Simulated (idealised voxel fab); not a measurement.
Process module in this document: voxel tone inversion
Cross-section cut spans 140 nm and uses square cells 5 nm in size.
Bands, listed from the top down, are how a cross-section gets written in this document; the cross-section itself is a grid of square cells, and a band is one or more rows of them. A band entry consists of two parts. The first gives the height of the band's top and the height of its bottom, in nm. The rest lists the band's materials from left to right, each with its width in nm. A single material labelled with the word "throughout" fills the band from edge to edge, and the word "blank" marks empty space. Basically, 0 is our baseline, since under it the wafer straight out of the box is all one material. The bottom band has no lower end and keeps on going down, so it looks like "z 0 and below". The notation "30..40" denotes a width that varies across the rows of cells in the band, beginning at the first number in the top row, finishing at the second number in the bottom row, and changing by an identical amount from each row to the next. Step note "remained unchanged" = no cross-section cell changed. This entry, "Sealed internal cavities", enumerates those empty regions of no fewer than 8 cells that possess no open connection to the top. Each region is reported in the form width x height at distance, the distance being taken from the left edge, with all three quantities expressed in nm. If you see something after the settings on a step's line, that's the simulator's own remark about that step. The setting "overlay nm" may be written on the line of a step. When the step uses a mask, the value reports how far to the right of the planned place the mask lay, and a negative value reports that it lay to the left.

This section lists the process steps that were planned
1: RECEIVE (material Si)
2: CONFORMAL_DEP (material SiCN; thk nm 10)
3: DIRECTIONAL_DEP (material aC; thk nm 20)
4: PATTERN (tone cover; mask id POSTS; material resist; width nm 15; pitch nm 45; thk nm 30; overlay nm 0)
5: DIRECTIONAL_ETCH (etch materials aC; depth nm 20)
6: STRIP (etch materials resist)
7: FILL_DEP (material lowk; thk nm 5)
8: CMP (height nm 30)
9: STRIP (etch materials aC)

So this is the incoming wafer in cross-section - it's already been through step 1
* z 0 and below: Si throughout
* Sealed internal cavities: none

Starting wafer: above. Plan: above. Run: one mistake. Cross-section after the module: below
* z 30 to 10: lowk=35  blank=25  lowk=20  blank=25  lowk=35
* z 10 to 0: SiCN throughout
* z 0 and below: Si throughout
* Sealed internal cavities: none
Plan not followed: planned and actual differ for step 4; actual: PATTERN (tone cover; mask id POSTS; material resist; width nm 25; pitch nm 45; thk nm 30; overlay nm 0)
